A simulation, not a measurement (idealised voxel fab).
Module name: voxel transistor to metal (process module)
The cross-section on display is named cut; it measures 175 nm wide, and its cells are 5 nm squares.
Format of a cross-section: grid, square cells. Given as bands. Order: top down. Band: one or more rows of cells. First you get the band's top height and its bottom height, in nm, and then the materials it's made of, left to right, with each width in nm. If you see a single material with "throughout", that one covers the band edge to edge. "blank" is empty space. Heads up on the height convention: 0 is the point under which the incoming wafer is all one material, and the lowest band has no bottom, it just keeps going down, like "0 nm and below". Quick explanation for "30->40": the width changes in equal steps down the rows of cells, from the first number in the band's top row to the second number in its bottom row. A step reported as "nothing got changed" is a step in which no cell of the cross-section changed. Enclosed voids (no open way to top), threshold 8 cells or more, entry "Unvented voids", notation width x height at distance, distance from left edge, nm. If you see something after the settings on a step's line, that's the simulator's own remark about that step. A step's line can hold "overlay nm"; with a mask on that step, the setting says how far right of the planned place the mask lay, while a negative setting says it lay to the left.

Process steps - plan
1: RECEIVE,material Si
2: CONFORMAL_DEP,material SiO2,thk nm 5
3: CONFORMAL_DEP,material SiN,thk nm 10
4: DIRECTIONAL_DEP,material aC,thk nm 15
5: PATTERN,tone cover,mask id ACTIVE,material resist,width nm 115,thk nm 35,overlay nm 0
6: DIRECTIONAL_ETCH,etch materials aC,depth nm 15
7: STRIP,etch materials resist
8: DIRECTIONAL_ETCH,etch materials SiN,depth nm 10
9: DIRECTIONAL_ETCH,etch materials SiO2,depth nm 5
10: DIRECTIONAL_ETCH,etch materials Si,depth nm 35
11: STRIP,etch materials aC
12: OXIDIZE,depth nm 5
13: FILL_DEP,material SiO2,thk nm 10
14: CMP,height nm 15
15: SELECTIVE_ETCH,etch materials SiO2,depth nm 5
16: STRIP,etch materials SiN
17: SELECTIVE_ETCH,etch materials SiO2,depth nm 5
18: OXIDIZE,depth nm 5
19: DIRECTIONAL_DEP,material polySi,thk nm 30
20: DIRECTIONAL_DEP,material SiCN,thk nm 10
21: DIRECTIONAL_DEP,material aC,thk nm 15
22: PATTERN,tone cover,mask id GATE,material resist,width nm 25,thk nm 30,overlay nm 0
23: DIRECTIONAL_ETCH,etch materials aC,depth nm 15
24: STRIP,etch materials resist
25: DIRECTIONAL_ETCH,etch materials SiCN,depth nm 20
26: DIRECTIONAL_ETCH,etch materials polySi,depth nm 40
27: STRIP,etch materials aC
28: CONFORMAL_DEP,material SiN,thk nm 10
29: DIRECTIONAL_ETCH,etch materials SiN,depth nm 10
30: DIRECTIONAL_ETCH,etch materials SiO2,depth nm 5
31: DIRECTIONAL_ETCH,etch materials Si,depth nm 5
32: EPI,material pSi,thk nm 5
33: FILL_DEP,material SiO2,thk nm 5
34: CMP,height nm 30
35: STRIP,etch materials polySi
36: SELECTIVE_ETCH,etch materials SiO2,depth nm 5
37: CONFORMAL_DEP,material HfO2,thk nm 5
38: CONFORMAL_DEP,material TiN,thk nm 5
39: FILL_DEP,material W,thk nm 10
40: CMP,height nm 25
41: DIRECTIONAL_DEP,material SiO2,thk nm 15
42: DIRECTIONAL_DEP,material aC,thk nm 15
43: PATTERN,tone open,mask id CONTACT,material resist,width nm 15,pitch nm 80,thk nm 35,overlay nm 0
44: DIRECTIONAL_ETCH,etch materials aC,depth nm 15
45: STRIP,etch materials resist
46: DIRECTIONAL_ETCH,etch materials SiO2,depth nm 45
47: STRIP,etch materials aC
48: CONFORMAL_DEP,material TiN,thk nm 5
49: FILL_DEP,material Ru,thk nm 10
50: CMP,height nm 40
51: DIRECTIONAL_DEP,material TiN,thk nm 5
52: DIRECTIONAL_DEP,material W,thk nm 15
53: MASKED_ETCH,tone cover,mask id METAL_1,width nm 15,pitch nm 80,etch materials W,depth nm 15,overlay nm 0
54: MASKED_ETCH,tone cover,mask id METAL_1,width nm 15,pitch nm 80,etch materials TiN,depth nm 5,overlay nm 0
55: CONFORMAL_DEP,material SiN,thk nm 5
56: FILL_DEP,material SiO2,thk nm 10
57: CMP,height nm 60
58: CONFORMAL_DEP,material SiCN,thk nm 5

Incoming wafer in cross-section (state: after step 1)
- 0 nm and below | Si throughout
- Unvented voids: none

Starting structure and process plan are as shown above, but one mistake was made in running the module; the wafer cross-section at the end of the module follows
- 65 nm to 60 nm | SiCN throughout
- 60 nm to 45 nm | SiO2: 35  SiN: 5  W: 15  SiN: 5  SiO2: 55  SiN: 5  W: 15  SiN: 5  SiO2: 35
- 45 nm to 40 nm | SiN: 40  TiN: 15  SiN: 65  TiN: 15  SiN: 40
- 40 nm to 25 nm | SiO2: 40  TiN: 5  Ru: 5  TiN: 5  SiO2: 65  TiN: 5  Ru: 5  TiN: 5  SiO2: 40
- 25 nm to 15 nm | SiO2: 40  TiN: 5  Ru: 5  TiN: 5  SiO2: 10  SiN: 10  HfO2: 5  TiN: 5  W: 5  TiN: 5  HfO2: 5  SiN: 10  SiO2: 10  TiN: 5  Ru: 5  TiN: 5  SiO2: 40
- 15 nm to 10 nm | SiO2: 40  TiN: 15  SiO2: 10  SiN: 10  HfO2: 5  TiN: 5  W: 5  TiN: 5  HfO2: 5  SiN: 10  SiO2: 10  TiN: 15  SiO2: 40
- 10 nm to 5 nm | SiO2: 65  SiN: 10  HfO2: 5  TiN: 5  W: 5  TiN: 5  HfO2: 5  SiN: 10  SiO2: 65
- 5 nm to 0 nm | SiO2: 25  SiN: 10  SiO2: 30  SiN: 10  HfO2: 5  TiN: 15  HfO2: 5  SiN: 10  SiO2: 30  SiN: 10  SiO2: 25
- 0 nm to -5 nm | SiO2: 60  pSi: 5  SiO2: 5  HfO2: 35  SiO2: 5  pSi: 5  SiO2: 60
- -5 nm to -10 nm | SiO2: 35  pSi: 30  Si: 45  pSi: 30  SiO2: 35
- -10 nm to -40 nm | SiO2: 35  Si: 105  SiO2: 35
- -40 nm and below | Si throughout
- Unvented voids: none
So what did we get wrong on this run? yeah, plan step 41 got run twice
